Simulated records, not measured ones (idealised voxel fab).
Presented below is a process module, voxel wiring stack.
For reference, the cross-section in this document is cut, with width 250 nm and square cells of 5 nm.
In this document a cross-section is written as a grid of square cells. It is given as a series of bands, listed from the top down, and a band is one or more rows of cells.
Look at the band entry: it leads with the top's height and the bottom's height in nm. Then it lists the materials left to right, with a width in nm for each. The word "full width" on a single material says that material fills the band edge to edge. The word "blank" is empty space.
Heights are measured from 0, the level below which the as-received wafer is all one material; the lowest band has no bottom and continues downward, written as in "z 0 and below".
The two numbers in a width such as "30 to 40" mark its ends across the band: the first belongs to the top row of cells, the second to the bottom row, and from each row to the next the width moves by the same amount.
When a step is marked "nothing altered", none of the cells in the cross-section changed during that step.
"Fully sealed cavities" - sealed voids, min. 8 cells, no opening to top; format: width x height at distance (distance from left edge; nm throughout).
Step line, after settings: the simulator's comment on this step.
For masked steps, "overlay nm" on the step line gives how far right of plan the mask actually lay; a minus sign means it lay to the left.

Below is the list of planned process steps
1,RECEIVE with material Si
2,CONFORMAL_DEP with material SiO2, thk nm 15
3,CONFORMAL_DEP with material SiN, thk nm 5
4,DIRECTIONAL_DEP with material lowk, thk nm 25
5,MASKED_ETCH with tone open, mask id METAL_1, width nm 30, pitch nm 50, etch materials lowk, depth nm 25, overlay nm 0
6,MASKED_ETCH with tone open, mask id METAL_1, width nm 30, pitch nm 50, etch materials SiN, depth nm 5, overlay nm 0
7,CONFORMAL_DEP with material TiN, thk nm 5
8,FILL_DEP with material Cu, thk nm 10
9,CMP with height nm 45
10,CONFORMAL_DEP with material SiCN, thk nm 5
11,DIRECTIONAL_DEP with material lowk, thk nm 15
12,DIRECTIONAL_DEP with material aC, thk nm 15
13,PATTERN with tone open, mask id PLUG_1, material resist, width nm 15, pitch nm 50, thk nm 30, overlay nm 0
14,DIRECTIONAL_ETCH with etch materials aC, depth nm 15
15,STRIP with etch materials resist
16,DIRECTIONAL_ETCH with etch materials lowk, depth nm 15
17,DIRECTIONAL_ETCH with etch materials SiCN, depth nm 5
18,STRIP with etch materials aC
19,CONFORMAL_DEP with material TiN, thk nm 5
20,FILL_DEP with material W, thk nm 10
21,CMP with height nm 65
22,CONFORMAL_DEP with material SiCN, thk nm 5
23,DIRECTIONAL_DEP with material SiO2, thk nm 20
24,DIRECTIONAL_DEP with material aC, thk nm 15
25,PATTERN with tone open, mask id METAL_2, material resist, width nm 30, pitch nm 50, thk nm 35, overlay nm 0
26,DIRECTIONAL_ETCH with etch materials aC, depth nm 15
27,STRIP with etch materials resist
28,DIRECTIONAL_ETCH with etch materials SiO2, depth nm 20
29,DIRECTIONAL_ETCH with etch materials SiCN, depth nm 5
30,STRIP with etch materials aC
31,CONFORMAL_DEP with material TiN, thk nm 5
32,FILL_DEP with material Cu, thk nm 5
33,CMP with height nm 90
34,CONFORMAL_DEP with material SiCN, thk nm 5
35,DIRECTIONAL_DEP with material lowk, thk nm 10
36,DIRECTIONAL_DEP with material aC, thk nm 10
37,PATTERN with tone open, mask id PLUG_2, material resist, width nm 15, pitch nm 50, thk nm 25, overlay nm 0
38,DIRECTIONAL_ETCH with etch materials aC, depth nm 10
39,STRIP with etch materials resist
40,DIRECTIONAL_ETCH with etch materials lowk, depth nm 10
41,DIRECTIONAL_ETCH with etch materials SiCN, depth nm 5
42,STRIP with etch materials aC
43,EPI with material Ru, thk nm 10
44,EPI with material Ru, thk nm 5
45,CONFORMAL_DEP with material SiN, thk nm 5
46,DIRECTIONAL_DEP with material SiO2, thk nm 15
47,DIRECTIONAL_DEP with material aC, thk nm 15
48,PATTERN with tone open, mask id METAL_3, material resist, width nm 30, pitch nm 50, thk nm 35, overlay nm 0
49,DIRECTIONAL_ETCH with etch materials aC, depth nm 15
50,STRIP with etch materials resist
51,DIRECTIONAL_ETCH with etch materials SiO2, depth nm 15
52,DIRECTIONAL_ETCH with etch materials SiN, depth nm 5
53,STRIP with etch materials aC
54,CONFORMAL_DEP with material TiN, thk nm 5
55,FILL_DEP with material Cu, thk nm 5
56,CMP with height nm 125
57,EPI with material Ru, thk nm 5
58,FILL_DEP with material SiCN, thk nm 5

Cross-section of the incoming wafer, state after step 1
- z 0 and below = Si full width
- Fully sealed cavities: none

Figure: cross-sectional view of the wafer upon completion of the module, processed from the initial state and according to the plan depicted above, with one error introduced during execution
- z 130 to 110 = SiCN full width
- z 110 to 105 = SiN full width
- z 105 to 95 = 35 of lowk, 15 of Ru, 35 of lowk, 15 of Ru, 35 of lowk, 15 of Ru, 35 of lowk, 15 of Ru, 50 of lowk
- z 95 to 90 = 35 of SiCN, 15 of Ru, 35 of SiCN, 15 of Ru, 35 of SiCN, 15 of Ru, 35 of SiCN, 15 of Ru, 50 of SiCN
- z 90 to 70 = 35 of SiO2, 5 of TiN, 20 of Cu, 5 of TiN, 20 of SiO2, 5 of TiN, 20 of Cu, 5 of TiN, 20 of SiO2, 5 of TiN, 20 of Cu, 5 of TiN, 20 of SiO2, 5 of TiN, 20 of Cu, 5 of TiN, 35 of SiO2
- z 70 to 65 = 35 of SiCN, 30 of TiN, 20 of SiCN, 30 of TiN, 20 of SiCN, 30 of TiN, 20 of SiCN, 30 of TiN, 35 of SiCN
- z 65 to 50 = 35 of lowk, 5 of TiN, 5 of W, 5 of TiN, 35 of lowk, 5 of TiN, 5 of W, 5 of TiN, 35 of lowk, 5 of TiN, 5 of W, 5 of TiN, 35 of lowk, 5 of TiN, 5 of W, 5 of TiN, 50 of lowk
- z 50 to 45 = 35 of SiCN, 15 of TiN, 35 of SiCN, 15 of TiN, 35 of SiCN, 15 of TiN, 35 of SiCN, 15 of TiN, 50 of SiCN
- z 45 to 20 = 35 of lowk, 5 of TiN, 20 of Cu, 5 of TiN, 20 of lowk, 5 of TiN, 20 of Cu, 5 of TiN, 20 of lowk, 5 of TiN, 20 of Cu, 5 of TiN, 20 of lowk, 5 of TiN, 20 of Cu, 5 of TiN, 35 of lowk
- z 20 to 15 = 35 of SiN, 30 of TiN, 20 of SiN, 30 of TiN, 20 of SiN, 30 of TiN, 20 of SiN, 30 of TiN, 35 of SiN
- z 15 to 0 = SiO2 full width
- z 0 and below = Si full width
- Fully sealed cavities: none
What went wrong in running the wafer? step 46 ran differently from the plan; actual operation with settings: DIRECTIONAL_DEP with material SiCN, thk nm 15
